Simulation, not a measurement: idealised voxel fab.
process module | voxel self aligned vias
It is cross-section cut that appears here, measuring 300 nm in width, its square cells being 5 nm in size.
Cross-section spec: square-cell grid; bands listed top down; each band is one or more rows. Heights first: top, then bottom, in nm. Then materials, left to right, each with a width in nm. "all across" on a single material: fills the band edge to edge. "blank": empty space. Height datum 0, below which the as-received substrate wafer is one material. Lowest band open at the bottom, running downward: "0 nm and below". A width given as "30..40" starts at the first number in the band's top row and ends at the second number in its bottom row, shifting by an equal amount at every step from row to row. "remains unaltered" for a step: no cell of the cross-section changed in that step. This entry, "Trapped voids", enumerates those empty regions of no fewer than 8 cells that possess no open connection to the top. Each region is reported in the form width x height at distance, the distance being taken from the left edge, with all three quantities expressed in nm. Note: text after step settings on the step line = simulator remark on that step. overlay nm: mask right of planned place by this much (step with mask). Neg. = left.
These are the steps we planned for the process:
1. op RECEIVE | material Si
2. op CONFORMAL_DEP | material SiO2 | thk nm 10
3. op CONFORMAL_DEP | material SiCN | thk nm 5
4. op DIRECTIONAL_DEP | material lowk | thk nm 25
5. op PATTERN | tone open | mask id LINES | material resist | width nm 25 | pitch nm 50 | thk nm 20 | overlay nm 0
6. op DIRECTIONAL_ETCH | etch materials lowk | depth nm 25
7. op STRIP | etch materials resist
8. op CONFORMAL_DEP | material TiN | thk nm 5
9. op FILL_DEP | material W | thk nm 5
10. op CMP | height nm 40
11. op SELECTIVE_ETCH | etch materials W Ru TiN | depth nm 5
12. op FILL_DEP | material SiN | thk nm 10
13. op CMP | height nm 40
14. op DIRECTIONAL_DEP | material lowk | thk nm 15
15. op MASKED_ETCH | tone open | mask id VIAS | width nm 35 | pitch nm 50 | etch materials lowk | depth nm 15 | overlay nm 0
16. op MASKED_ETCH | tone open | mask id VIAS | width nm 35 | pitch nm 50 | etch materials SiN | depth nm 5 | overlay nm 0
17. op CONFORMAL_DEP | material TiN | thk nm 5
18. op FILL_DEP | material Cu | thk nm 10
19. op CMP | height nm 55
20. op CONFORMAL_DEP | material SiN | thk nm 5
Cross-section: wafer on arrival = after step 1:
> 0 nm and below  Si all across
> Trapped voids: none
The module was run from the start shown above using the plan shown above, but one mistake was made doing it; the resulting wafer cross-section is below:
> 60 nm to 55 nm  SiN all across
> 55 nm to 40 nm  lowk (105)  TiN (5)  Cu (25)  TiN (5)  lowk (15)  TiN (5)  Cu (25)  TiN (5)  lowk (110)
> 40 nm to 35 nm  SiN (105)  TiN (35)  SiN (15)  TiN (35)  SiN (110)
> 35 nm to 30 nm  SiN all across
> 30 nm to 25 nm  lowk (110)  SiN (25)  lowk (25)  SiN (25)  lowk (115)
> 25 nm to 20 nm  lowk (110)  TiN (5)  W (15)  TiN (5)  lowk (25)  TiN (5)  W (15)  TiN (5)  lowk (115)
> 20 nm to 15 nm  lowk (110)  TiN (25)  lowk (25)  TiN (25)  lowk (115)
> 15 nm to 10 nm  SiCN all across
> 10 nm to 0 nm  SiO2 all across
> 0 nm and below  Si all across
> Trapped voids: none
Where did the run depart from the plan? planned and actual differ for step 10; actual: op CMP | height nm 30
